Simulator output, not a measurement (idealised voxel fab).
Process module name: voxel wiring stack
Cross-section cut spans 195 nm and uses square cells 5 nm in size.
Each cross-section below is a grid of square cells, stated as bands in top-down order, with one or more rows of cells making up each band.
Per band: top height and bottom height in nm, followed by the left-to-right materials and their widths in nm; "everywhere" marks a single material spanning edge to edge, "air" marks empty space.
Heights are measured from 0, the level below which the as-received wafer is all one material; the lowest band has no bottom and continues downward, written as in "z 0 and below".
Width spec "30->40" -> top row of cells at first value, bottom row at second value, equal per-row change in between.
"nothing was modified" means the step left every cell of the cross-section as it was.
Basically, "Trapped void list" tells you about the enclosed voids: empty spaces with no open way to the top, 8 cells or bigger, each written width x height at distance, where distance is from the left edge, all in nm.
It should be noted that, on the line of a given step, the content following the step's settings is a remark produced by the simulator itself with respect to that step.
overlay nm: on a step with a mask, how far right of its planned place the mask lay; negative means left.
Quick note on how to read the rest: it's all pairs. You get the cross-section before a process step and the one after, but the after one only goes down as far as the lowest band that changed. The step in between, with its settings, sits under the pair. Heads up, the pairs can come from different runs of this module on the same starting wafer, so don't assume a pair picks up from the one above unless its "Before-step section" entry says it does.
[Before-step section]
> z 90 to 75 | aC everywhere
> z 75 to 55 | lowk everywhere
> z 55 to 50 | SiN everywhere
> z 50 to 40 | SiO2 30  Ru 15  SiO2 35  Ru 15  SiO2 35  Ru 15  SiO2 50
> z 40 to 35 | SiCN 30  Ru 15  SiCN 35  Ru 15  SiCN 35  Ru 15  SiCN 50
> z 35 to 20 | Ru everywhere
> z 20 to 15 | TiN everywhere
> z 15 to 0 | SiO2 everywhere
> z 0 and below | Si everywhere
> Trapped void list: none
[State After Step]
> z 125 to 90 | resist 30  air 30  resist 20  air 30  resist 20  air 30  resist 35
> At heights below 90, the structure remains unaltered.
> Trapped void list: none
Step taken after the before cross-section and before the after cross-section above: PATTERN | tone open | mask id METAL_2 | material resist | width nm 30 | pitch nm 50 | thk nm 35 | overlay nm 0
Before-step section: The pre-step condition corresponds to the post-step cross-section depicted in the pair directly above.
[State After Step]
> z 110 to 90 | resist 30  air 30  resist 20  air 30  resist 20  air 30  resist 35
> z 90 to 75 | aC 30  air 30  aC 20  air 30  aC 20  air 30  aC 35
> At heights below 75, the structure remains unaltered.
> Trapped void list: none
Step taken after the before cross-section and before the after cross-section above: DIRECTIONAL_ETCH | etch materials aC | depth nm 15
Before-step section: The pre-step condition corresponds to the post-step cross-section depicted in the pair directly above.
[State After Step]
> z 90 to 75 | aC 30  air 30  aC 20  air 30  aC 20  air 30  aC 35
> At heights below 75, the structure remains unaltered.
> Trapped void list: none
Step taken after the before cross-section and before the after cross-section above: STRIP | etch materials resist
Before-step section: The pre-step condition corresponds to the post-step cross-section depicted in the pair directly above.
[State After Step]
> z 90 to 75 | aC 30  air 30  aC 20  air 30  aC 20  air 30  aC 35
> z 75 to 55 | lowk 30  air 30  lowk 20  air 30  lowk 20  air 30  lowk 35
> At heights below 55, the structure remains unaltered.
> Trapped void list: none
Step taken after the before cross-section and before the after cross-section above: DIRECTIONAL_ETCH | etch materials lowk | depth nm 20
Before-step section: The pre-step condition corresponds to the post-step cross-section depicted in the pair directly above.
[State After Step]
> z 90 to 75 | aC 30  air 30  aC 20  air 30  aC 20  air 30  aC 35
> z 75 to 55 | lowk 30  air 30  lowk 20  air 30  lowk 20  air 30  lowk 35
> z 55 to 50 | SiN 30  air 30  SiN 20  air 30  SiN 20  air 30  SiN 35
> At heights below 50, the structure remains unaltered.
> Trapped void list: none
Step taken after the before cross-section and before the after cross-section above: DIRECTIONAL_ETCH | etch materials SiN | depth nm 5
Before-step section: The pre-step condition corresponds to the post-step cross-section depicted in the pair directly above.
[State After Step]
> z 75 to 55 | lowk 30  air 30  lowk 20  air 30  lowk 20  air 30  lowk 35
> At heights below 55, the structure remains unaltered.
> Trapped void list: none
Step taken after the before cross-section and before the after cross-section above: STRIP | etch materials aC
Before-step section: The pre-step condition corresponds to the post-step cross-section depicted in the pair directly above.
[State After Step]
> z 80 to 75 | TiN 35  air 20  TiN 30  air 20  TiN 30  air 20  TiN 40
> z 75 to 55 | lowk 30  TiN 5  air 20  TiN 5  lowk 20  TiN 5  air 20  TiN 5  lowk 20  TiN 5  air 20  TiN 5  lowk 35
> z 55 to 50 | SiN 30  TiN 30  SiN 20  TiN 30  SiN 20  TiN 30  SiN 35
> At heights below 50, the structure remains unaltered.
> Trapped void list: none
Step taken after the before cross-section and before the after cross-section above: CONFORMAL_DEP | material TiN | thk nm 5
Before-step section: The pre-step condition corresponds to the post-step cross-section depicted in the pair directly above.
[State After Step]
> z 90 to 80 | Cu everywhere
> z 80 to 75 | TiN 35  Cu 20  TiN 30  Cu 20  TiN 30  Cu 20  TiN 40
> z 75 to 55 | lowk 30  TiN 5  Cu 20  TiN 5  lowk 20  TiN 5  Cu 20  TiN 5  lowk 20  TiN 5  Cu 20  TiN 5  lowk 35
> At heights below 55, the structure remains unaltered.
> Trapped void list: none
Step taken after the before cross-section and before the after cross-section above: FILL_DEP | material Cu | thk nm 10
Before-step section: The pre-step condition corresponds to the post-step cross-section depicted in the pair directly above.
[State After Step]
> z 75 to 55 | lowk 30  TiN 5  Cu 20  TiN 5  lowk 20  TiN 5  Cu 20  TiN 5  lowk 20  TiN 5  Cu 20  TiN 5  lowk 35
> At heights below 55, the structure remains unaltered.
> Trapped void list: none
Step taken after the before cross-section and before the after cross-section above: CMP | height nm 75
Before-step section: The pre-step condition corresponds to the post-step cross-section depicted in the pair directly above.
[State After Step]
> z 80 to 75 | air 25  Ru 40  air 10  Ru 40  air 10  Ru 40  air 30
> At heights below 75, the structure remains unaltered.
> Trapped void list: none
Step taken after the before cross-section and before the after cross-section above: EPI | material Ru | thk nm 5
Before-step section: The pre-step condition corresponds to the post-step cross-section depicted in the pair directly above.
[State After Step]
> z 85 to 80 | SiCN everywhere
> z 80 to 75 | SiCN 25  Ru 40  SiCN 10  Ru 40  SiCN 10  Ru 40  SiCN 30
> At heights below 75, the structure remains unaltered.
> Trapped void list: none
Step taken after the before cross-section and before the after cross-section above: FILL_DEP | material SiCN | thk nm 5
[Before-step section]
> z 90 to 75 | aC everywhere
> z 75 to 55 | lowk everywhere
> z 55 to 50 | SiN everywhere
> z 50 to 40 | SiO2 30  Ru 15  SiO2 35  Ru 15  SiO2 35  Ru 15  SiO2 50
> z 40 to 35 | SiCN 30  Ru 15  SiCN 35  Ru 15  SiCN 35  Ru 15  SiCN 50
> z 35 to 20 | SiO2 25  SiN 5  W 30  SiN 5  SiO2 10  SiN 5  W 30  SiN 5  SiO2 10  SiN 5  W 30  SiN 5  SiO2 30
> z 20 to 15 | SiN 30  TiN 30  SiN 20  TiN 30  SiN 20  TiN 30  SiN 35
> z 15 to 0 | SiO2 everywhere
> z 0 and below | Si everywhere
> Trapped void list: none
[State After Step]
> z 125 to 90 | air 30  resist 30  air 20  resist 30  air 20  resist 30  air 35
> At heights below 90, the structure remains unaltered.
> Trapped void list: none
Step taken after the before cross-section and before the after cross-section above: PATTERN | tone cover | mask id METAL_2 | material resist | width nm 30 | pitch nm 50 | thk nm 35 | overlay nm 0
Before-step section: The pre-step condition corresponds to the post-step cross-section depicted in the pair directly above.
[State After Step]
> z 110 to 90 | air 30  resist 30  air 20  resist 30  air 20  resist 30  air 35
> z 90 to 75 | air 30  aC 30  air 20  aC 30  air 20  aC 30  air 35
> At heights below 75, the structure remains unaltered.
> Trapped void list: none
Step taken after the before cross-section and before the after cross-section above: DIRECTIONAL_ETCH | etch materials aC | depth nm 15
Before-step section: The pre-step condition corresponds to the post-step cross-section depicted in the pair directly above.
[State After Step]
> z 90 to 75 | air 30  aC 30  air 20  aC 30  air 20  aC 30  air 35
> At heights below 75, the structure remains unaltered.
> Trapped void list: none
Step taken after the before cross-section and before the after cross-section above: STRIP | etch materials resist
Before-step section: The pre-step condition corresponds to the post-step cross-section depicted in the pair directly above.
[State After Step]
> z 90 to 75 | air 30  aC 30  air 20  aC 30  air 20  aC 30  air 35
> z 75 to 55 | air 30  lowk 30  air 20  lowk 30  air 20  lowk 30  air 35
> At heights below 55, the structure remains unaltered.
> Trapped void list: none
Step taken after the before cross-section and before the after cross-section above: DIRECTIONAL_ETCH | etch materials lowk | depth nm 20
Before-step section: The pre-step condition corresponds to the post-step cross-section depicted in the pair directly above.
[State After Step]
> z 90 to 75 | air 30  aC 30  air 20  aC 30  air 20  aC 30  air 35
> z 75 to 55 | air 30  lowk 30  air 20  lowk 30  air 20  lowk 30  air 35
> z 55 to 50 | air 30  SiN 30  air 20  SiN 30  air 20  SiN 30  air 35
> At heights below 50, the structure remains unaltered.
> Trapped void list: none
Step taken after the before cross-section and before the after cross-section above: DIRECTIONAL_ETCH | etch materials SiN | depth nm 5
Before-step section: The pre-step condition corresponds to the post-step cross-section depicted in the pair directly above.
[State After Step]
> z 75 to 55 | air 30  lowk 30  air 20  lowk 30  air 20  lowk 30  air 35
> At heights below 55, the structure remains unaltered.
> Trapped void list: none
Step taken after the before cross-section and before the after cross-section above: STRIP | etch materials aC
Before-step section: The pre-step condition corresponds to the post-step cross-section depicted in the pair directly above.
[State After Step]
> z 80 to 75 | air 25  TiN 40  air 10  TiN 40  air 10  TiN 40  air 30
> z 75 to 55 | air 25  TiN 5  lowk 30  TiN 5  air 10  TiN 5  lowk 30  TiN 5  air 10  TiN 5  lowk 30  TiN 5  air 30
> z 55 to 50 | TiN 30  SiN 30  TiN 20  SiN 30  TiN 20  SiN 30  TiN 35
> At heights below 50, the structure remains unaltered.
> Trapped void list: none
Step taken after the before cross-section and before the after cross-section above: CONFORMAL_DEP | material TiN | thk nm 5
Before-step section: The pre-step condition corresponds to the post-step cross-section depicted in the pair directly above.
[State After Step]
> z 90 to 80 | Cu everywhere
> z 80 to 75 | Cu 25  TiN 40  Cu 10  TiN 40  Cu 10  TiN 40  Cu 30
> z 75 to 55 | Cu 25  TiN 5  lowk 30  TiN 5  Cu 10  TiN 5  lowk 30  TiN 5  Cu 10  TiN 5  lowk 30  TiN 5  Cu 30
> At heights below 55, the structure remains unaltered.
> Trapped void list: none
Step taken after the before cross-section and before the after cross-section above: FILL_DEP | material Cu | thk nm 10
Before-step section: The pre-step condition corresponds to the post-step cross-section depicted in the pair directly above.
[State After Step]
> z 75 to 55 | Cu 25  TiN 5  lowk 30  TiN 5  Cu 10  TiN 5  lowk 30  TiN 5  Cu 10  TiN 5  lowk 30  TiN 5  Cu 30
> At heights below 55, the structure remains unaltered.
> Trapped void list: none
Step taken after the before cross-section and before the after cross-section above: CMP | height nm 75
Before-step section: The pre-step condition corresponds to the post-step cross-section depicted in the pair directly above.
[State After Step]
> z 80 to 75 | Ru 35  air 20  Ru 30  air 20  Ru 30  air 20  Ru 40
> At heights below 75, the structure remains unaltered.
> Trapped void list: none
Step taken after the before cross-section and before the after cross-section above: EPI | material Ru | thk nm 5
Before-step section: The pre-step condition corresponds to the post-step cross-section depicted in the pair directly above.
[State After Step]
> z 85 to 80 | SiCN everywhere
> z 80 to 75 | Ru 35  SiCN 20  Ru 30  SiCN 20  Ru 30  SiCN 20  Ru 40
> At heights below 75, the structure remains unaltered.
> Trapped void list: none
Step taken after the before cross-section and before the after cross-section above: FILL_DEP | material SiCN | thk nm 5
